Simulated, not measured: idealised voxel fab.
Proc. module: voxel wiring stack
Square cell edge 5 nm, section width 250 nm, ID cut.
Heads up, the way a cross-section reads in here is a grid of square cells, handed over as bands from the top down, with every band being one or more rows of cells. For a band, the entry starts with two heights in nm, that of the top and then that of the bottom, and carries on with the band's materials in order from left to right, each alongside its width in nm; the word "edge to edge" beside a single material means it fills the band edge to edge, and "air" means empty space. Beneath 0, the wafer as received is one material, and that level is where height counting begins. The lowest band goes on downward without a bottom; it is written like "0 nm and below". With a width like "30 to 40", each row of cells in the band differs from the next by the same amount, the top row carrying the first number and the bottom row the second. What does "changes: none" mean for a step? It means no cell of the cross-section changed in that step. Empty spaces without an open route to the top, at least 8 cells in extent, make up the entry "Closed void entries"; each is given as width x height at distance, where the distance is measured from the left edge, and all are in nm. It should be noted that, on the line of a given step, the content following the step's settings is a remark produced by the simulator itself with respect to that step. What "overlay nm" on a step's line means: if the step has a mask, that mask lay this far to the right of its planned place, or, when the value is negative, to the left.
These are the steps we planned for the process
1) RECEIVE [material Si]
2) CONFORMAL_DEP [material SiO2] [thk nm 10]
3) DIRECTIONAL_DEP [material TiN] [thk nm 5]
4) DIRECTIONAL_DEP [material W] [thk nm 25]
5) PATTERN [tone cover] [mask id METAL_1] [material resist] [width nm 30] [pitch nm 55] [thk nm 20] [overlay nm 0]
6) DIRECTIONAL_ETCH [etch materials W] [depth nm 25]
7) DIRECTIONAL_ETCH [etch materials TiN] [depth nm 5]
8) STRIP [etch materials resist]
9) CONFORMAL_DEP [material SiN] [thk nm 5]
10) FILL_DEP [material SiO2] [thk nm 10]
11) CMP [height nm 40]
12) CONFORMAL_DEP [material SiCN] [thk nm 5]
13) DIRECTIONAL_DEP [material SiO2] [thk nm 30]
14) PATTERN [tone open] [mask id METAL_2_HOLES] [material resist] [width nm 15] [pitch nm 55] [thk nm 20] [overlay nm 0]
15) DIRECTIONAL_ETCH [etch materials SiO2] [depth nm 30]
16) STRIP [etch materials resist]
17) PATTERN [tone open] [mask id METAL_2] [material resist] [width nm 30] [pitch nm 55] [thk nm 20] [overlay nm 0]
18) DIRECTIONAL_ETCH [etch materials SiO2] [depth nm 20]
19) DIRECTIONAL_ETCH [etch materials SiCN] [depth nm 5]
20) STRIP [etch materials resist]
21) CONFORMAL_DEP [material TiN] [thk nm 5]
22) FILL_DEP [material Ru] [thk nm 5]
23) CMP [height nm 75]
24) CONFORMAL_DEP [material SiCN] [thk nm 5]
25) DIRECTIONAL_DEP [material SiO2] [thk nm 35]
26) MASKED_ETCH [tone open] [mask id METAL_3_HOLES] [width nm 15] [pitch nm 55] [etch materials SiO2] [depth nm 35] [overlay nm 0]
27) MASKED_ETCH [tone open] [mask id METAL_3] [width nm 30] [pitch nm 55] [etch materials SiO2] [depth nm 20] [overlay nm 0]
28) MASKED_ETCH [tone open] [mask id METAL_3] [width nm 30] [pitch nm 55] [etch materials SiCN] [depth nm 5] [overlay nm 0]
29) CONFORMAL_DEP [material TiN] [thk nm 5]
30) FILL_DEP [material Cu] [thk nm 10]
31) CMP [height nm 115]
32) CONFORMAL_DEP [material SiCN] [thk nm 5]
First wafer out of two, processed as planned
So this is the incoming wafer in cross-section - it's already been through step 1
    0 nm and below  Si edge to edge
    Closed void entries: none
Upon completion of step 2, the wafer appears in cross-section as shown
    10 nm to 0 nm  SiO2 edge to edge
    For the remainder of the cross-section, below 0, there is no change.
Upon completion of step 3, the wafer appears in cross-section as shown
    15 nm to 10 nm  TiN edge to edge
    For the remainder of the cross-section, below 10, there is no change.
Upon completion of step 4, the wafer appears in cross-section as shown
    40 nm to 15 nm  W edge to edge
    For the remainder of the cross-section, below 15, there is no change.
Upon completion of step 5, the wafer appears in cross-section as shown
    60 nm to 40 nm  80 nm air, then 30 nm resist, then 25 nm air, then 30 nm resist, then 85 nm air
    For the remainder of the cross-section, below 40, there is no change.
Upon completion of step 6, the wafer appears in cross-section as shown
    60 nm to 40 nm  80 nm air, then 30 nm resist, then 25 nm air, then 30 nm resist, then 85 nm air
    40 nm to 15 nm  80 nm air, then 30 nm W, then 25 nm air, then 30 nm W, then 85 nm air
    For the remainder of the cross-section, below 15, there is no change.
Upon completion of step 7, the wafer appears in cross-section as shown
    60 nm to 40 nm  80 nm air, then 30 nm resist, then 25 nm air, then 30 nm resist, then 85 nm air
    40 nm to 15 nm  80 nm air, then 30 nm W, then 25 nm air, then 30 nm W, then 85 nm air
    15 nm to 10 nm  80 nm air, then 30 nm TiN, then 25 nm air, then 30 nm TiN, then 85 nm air
    For the remainder of the cross-section, below 10, there is no change.
Upon completion of step 8, the wafer appears in cross-section as shown
    40 nm to 15 nm  80 nm air, then 30 nm W, then 25 nm air, then 30 nm W, then 85 nm air
    For the remainder of the cross-section, below 15, there is no change.
Upon completion of step 9, the wafer appears in cross-section as shown
    45 nm to 40 nm  75 nm air, then 40 nm SiN, then 15 nm air, then 40 nm SiN, then 80 nm air
    40 nm to 15 nm  75 nm air, then 5 nm SiN, then 30 nm W, then 5 nm SiN, then 15 nm air, then 5 nm SiN, then 30 nm W, then 5 nm SiN, then 80 nm air
    15 nm to 10 nm  80 nm SiN, then 30 nm TiN, then 25 nm SiN, then 30 nm TiN, then 85 nm SiN
    For the remainder of the cross-section, below 10, there is no change.
Upon completion of step 10, the wafer appears in cross-section as shown
    55 nm to 45 nm  SiO2 edge to edge
    45 nm to 40 nm  75 nm SiO2, then 40 nm SiN, then 15 nm SiO2, then 40 nm SiN, then 80 nm SiO2
    40 nm to 15 nm  75 nm SiO2, then 5 nm SiN, then 30 nm W, then 5 nm SiN, then 15 nm SiO2, then 5 nm SiN, then 30 nm W, then 5 nm SiN, then 80 nm SiO2
    For the remainder of the cross-section, below 15, there is no change.
Upon completion of step 11, the wafer appears in cross-section as shown
    40 nm to 15 nm  75 nm SiO2, then 5 nm SiN, then 30 nm W, then 5 nm SiN, then 15 nm SiO2, then 5 nm SiN, then 30 nm W, then 5 nm SiN, then 80 nm SiO2
    For the remainder of the cross-section, below 15, there is no change.
Upon completion of step 12, the wafer appears in cross-section as shown
    45 nm to 40 nm  SiCN edge to edge
    For the remainder of the cross-section, below 40, there is no change.
Upon completion of step 13, the wafer appears in cross-section as shown
    75 nm to 45 nm  SiO2 edge to edge
    For the remainder of the cross-section, below 45, there is no change.
Upon completion of step 14, the wafer appears in cross-section as shown
    95 nm to 75 nm  80 nm resist, then 15 nm air, then 40 nm resist, then 15 nm air, then 100 nm resist
    For the remainder of the cross-section, below 75, there is no change.
Upon completion of step 15, the wafer appears in cross-section as shown
    95 nm to 75 nm  80 nm resist, then 15 nm air, then 40 nm resist, then 15 nm air, then 100 nm resist
    75 nm to 45 nm  80 nm SiO2, then 15 nm air, then 40 nm SiO2, then 15 nm air, then 100 nm SiO2
    For the remainder of the cross-section, below 45, there is no change.
Upon completion of step 16, the wafer appears in cross-section as shown
    75 nm to 45 nm  80 nm SiO2, then 15 nm air, then 40 nm SiO2, then 15 nm air, then 100 nm SiO2
    For the remainder of the cross-section, below 45, there is no change.
Upon completion of step 17, the wafer appears in cross-section as shown
    95 nm to 75 nm  80 nm resist, then 30 nm air, then 25 nm resist, then 30 nm air, then 85 nm resist
    For the remainder of the cross-section, below 75, there is no change.
Upon completion of step 18, the wafer appears in cross-section as shown
    95 nm to 75 nm  80 nm resist, then 30 nm air, then 25 nm resist, then 30 nm air, then 85 nm resist
    75 nm to 55 nm  80 nm SiO2, then 30 nm air, then 25 nm SiO2, then 30 nm air, then 85 nm SiO2
    For the remainder of the cross-section, below 55, there is no change.
Upon completion of step 19, the wafer appears in cross-section as shown
    95 nm to 75 nm  80 nm resist, then 30 nm air, then 25 nm resist, then 30 nm air, then 85 nm resist
    75 nm to 55 nm  80 nm SiO2, then 30 nm air, then 25 nm SiO2, then 30 nm air, then 85 nm SiO2
    55 nm to 45 nm  80 nm SiO2, then 15 nm air, then 40 nm SiO2, then 15 nm air, then 100 nm SiO2
    45 nm to 40 nm  80 nm SiCN, then 15 nm air, then 40 nm SiCN, then 15 nm air, then 100 nm SiCN
    For the remainder of the cross-section, below 40, there is no change.
Upon completion of step 20, the wafer appears in cross-section as shown
    75 nm to 55 nm  80 nm SiO2, then 30 nm air, then 25 nm SiO2, then 30 nm air, then 85 nm SiO2
    For the remainder of the cross-section, below 55, there is no change.
Upon completion of step 21, the wafer appears in cross-section as shown
    80 nm to 75 nm  85 nm TiN, then 20 nm air, then 35 nm TiN, then 20 nm air, then 90 nm TiN
    75 nm to 60 nm  80 nm SiO2, then 5 nm TiN, then 20 nm air, then 5 nm TiN, then 25 nm SiO2, then 5 nm TiN, then 20 nm air, then 5 nm TiN, then 85 nm SiO2
    60 nm to 55 nm  80 nm SiO2, then 5 nm TiN, then 5 nm air, then 20 nm TiN, then 25 nm SiO2, then 5 nm TiN, then 5 nm air, then 20 nm TiN, then 85 nm SiO2
    55 nm to 45 nm  80 nm SiO2, then 5 nm TiN, then 5 nm air, then 5 nm TiN, then 40 nm SiO2, then 5 nm TiN, then 5 nm air, then 5 nm TiN, then 100 nm SiO2
    45 nm to 40 nm  80 nm SiCN, then 15 nm TiN, then 40 nm SiCN, then 15 nm TiN, then 100 nm SiCN
    For the remainder of the cross-section, below 40, there is no change.
Upon completion of step 22, the wafer appears in cross-section as shown
    85 nm to 80 nm  Ru edge to edge
    80 nm to 75 nm  85 nm TiN, then 20 nm Ru, then 35 nm TiN, then 20 nm Ru, then 90 nm TiN
    75 nm to 60 nm  80 nm SiO2, then 5 nm TiN, then 20 nm Ru, then 5 nm TiN, then 25 nm SiO2, then 5 nm TiN, then 20 nm Ru, then 5 nm TiN, then 85 nm SiO2
    60 nm to 55 nm  80 nm SiO2, then 5 nm TiN, then 5 nm Ru, then 20 nm TiN, then 25 nm SiO2, then 5 nm TiN, then 5 nm Ru, then 20 nm TiN, then 85 nm SiO2
    55 nm to 45 nm  80 nm SiO2, then 5 nm TiN, then 5 nm Ru, then 5 nm TiN, then 40 nm SiO2, then 5 nm TiN, then 5 nm Ru, then 5 nm TiN, then 100 nm SiO2
    For the remainder of the cross-section, below 45, there is no change.
Upon completion of step 23, the wafer appears in cross-section as shown
    75 nm to 60 nm  80 nm SiO2, then 5 nm TiN, then 20 nm Ru, then 5 nm TiN, then 25 nm SiO2, then 5 nm TiN, then 20 nm Ru, then 5 nm TiN, then 85 nm SiO2
    For the remainder of the cross-section, below 60, there is no change.
Upon completion of step 24, the wafer appears in cross-section as shown
    80 nm to 75 nm  SiCN edge to edge
    For the remainder of the cross-section, below 75, there is no change.
Upon completion of step 25, the wafer appears in cross-section as shown
    115 nm to 80 nm  SiO2 edge to edge
    For the remainder of the cross-section, below 80, there is no change.
Upon completion of step 26, the wafer appears in cross-section as shown
    115 nm to 80 nm  80 nm SiO2, then 15 nm air, then 40 nm SiO2, then 15 nm air, then 100 nm SiO2
    For the remainder of the cross-section, below 80, there is no change.
Upon completion of step 27, the wafer appears in cross-section as shown
    115 nm to 95 nm  80 nm SiO2, then 30 nm air, then 25 nm SiO2, then 30 nm air, then 85 nm SiO2
    For the remainder of the cross-section, below 95, there is no change.
Upon completion of step 28, the wafer appears in cross-section as shown
    115 nm to 95 nm  80 nm SiO2, then 30 nm air, then 25 nm SiO2, then 30 nm air, then 85 nm SiO2
    95 nm to 80 nm  80 nm SiO2, then 15 nm air, then 40 nm SiO2, then 15 nm air, then 100 nm SiO2
    80 nm to 75 nm  80 nm SiCN, then 15 nm air, then 40 nm SiCN, then 15 nm air, then 100 nm SiCN
    For the remainder of the cross-section, below 75, there is no change.
Upon completion of step 29, the wafer appears in cross-section as shown
    120 nm to 115 nm  85 nm TiN, then 20 nm air, then 35 nm TiN, then 20 nm air, then 90 nm TiN
    115 nm to 100 nm  80 nm SiO2, then 5 nm TiN, then 20 nm air, then 5 nm TiN, then 25 nm SiO2, then 5 nm TiN, then 20 nm air, then 5 nm TiN, then 85 nm SiO2
    100 nm to 95 nm  80 nm SiO2, then 5 nm TiN, then 5 nm air, then 20 nm TiN, then 25 nm SiO2, then 5 nm TiN, then 5 nm air, then 20 nm TiN, then 85 nm SiO2
    95 nm to 80 nm  80 nm SiO2, then 5 nm TiN, then 5 nm air, then 5 nm TiN, then 40 nm SiO2, then 5 nm TiN, then 5 nm air, then 5 nm TiN, then 100 nm SiO2
    80 nm to 75 nm  80 nm SiCN, then 15 nm TiN, then 40 nm SiCN, then 15 nm TiN, then 100 nm SiCN
    For the remainder of the cross-section, below 75, there is no change.
Upon completion of step 30, the wafer appears in cross-section as shown
    130 nm to 120 nm  Cu edge to edge
    120 nm to 115 nm  85 nm TiN, then 20 nm Cu, then 35 nm TiN, then 20 nm Cu, then 90 nm TiN
    115 nm to 100 nm  80 nm SiO2, then 5 nm TiN, then 20 nm Cu, then 5 nm TiN, then 25 nm SiO2, then 5 nm TiN, then 20 nm Cu, then 5 nm TiN, then 85 nm SiO2
    100 nm to 95 nm  80 nm SiO2, then 5 nm TiN, then 5 nm Cu, then 20 nm TiN, then 25 nm SiO2, then 5 nm TiN, then 5 nm Cu, then 20 nm TiN, then 85 nm SiO2
    95 nm to 80 nm  80 nm SiO2, then 5 nm TiN, then 5 nm Cu, then 5 nm TiN, then 40 nm SiO2, then 5 nm TiN, then 5 nm Cu, then 5 nm TiN, then 100 nm SiO2
    For the remainder of the cross-section, below 80, there is no change.
Upon completion of step 31, the wafer appears in cross-section as shown
    115 nm to 100 nm  80 nm SiO2, then 5 nm TiN, then 20 nm Cu, then 5 nm TiN, then 25 nm SiO2, then 5 nm TiN, then 20 nm Cu, then 5 nm TiN, then 85 nm SiO2
    For the remainder of the cross-section, below 100, there is no change.
Upon completion of step 32, the wafer appears in cross-section as shown
    120 nm to 115 nm  SiCN edge to edge
    For the remainder of the cross-section, below 115, there is no change.
What follows concerns the second wafer, which started out like the first and was meant to follow the very same plan; one mistake crept in when it was run, but everything up to and including step 30 is the same as for the first wafer
Cross-section of the second wafer when, according to plan, step 31 should have finished: changes: none
Cross-section of the second wafer when, according to plan, step 32 should have finished
    135 nm to 130 nm  SiCN edge to edge
    For the remainder of the cross-section, below 130, there is no change.
Plan not followed: step 31 from the plan never happened, it was just skipped
Counted in cells at the end, the second wafer holds more or fewer of these materials than the first: Cu: 108 more; TiN: 42 more
